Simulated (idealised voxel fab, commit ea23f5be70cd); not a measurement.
process module | voxel released beams
cross-section cut | 175 nm wide | cells 5 nm
A cross-section is a grid of square cells, given in bands from the top down. A band is one or more rows of cells.
Each band's line starts with the height of the band's top and of its bottom, in nm. Then come its materials from left to right, each with its width in nm. One material with "throughout" fills the band from edge to edge. "air" is empty space.
Height 0 is the level under which the wafer as received is all one material. The lowest band goes on downwards, as in "0 down".
A width such as "30 to 40" changes by the same amount from each row of cells to the next, from the band's top row to its bottom row.
"no change" after a step means that no cell of the cross-section changed.
closed voids: empty space of 8 cells or more with no open way to the top, each as width x height at its distance from the left edge, in nm
after a step's settings: what the simulator itself notes on the step
overlay nm, on a step with a mask: how far to the right of its planned place the mask lay; to the left if negative
plan
1 op RECEIVE | material Si
2 op CONFORMAL_DEP | material SiN | thk nm 10
3 op DIRECTIONAL_DEP | material SiO2 | thk nm 20
4 op MASKED_ETCH | tone open | mask id ANCHOR | width nm 35 | etch materials SiO2 | depth nm 20 | overlay nm 0
5 op CONFORMAL_DEP | material W | thk nm 10
6 op MASKED_ETCH | tone cover | mask id BEAM | width nm 110 | etch materials W | depth nm 10 | overlay nm 0
7 op STRIP | etch materials SiO2
as received, after step 1
  0 down: Si throughout
  closed voids: none
a wafer at the end: this start, this plan, one mistake
  40 to 30: air 30 | W 25 | air 15 | W 70 | air 35
  30 to 20: air 45 | W 10 | air 15 | W 10 | air 95
  20 to 10: air 45 | W 35 | air 95
  10 to 0: SiN throughout
  0 down: Si throughout
  closed voids: none
what went wrong: step 4 ran as: op MASKED_ETCH | tone open | mask id ANCHOR | width nm 35 | etch materials SiO2 | depth nm 20 | overlay nm 10
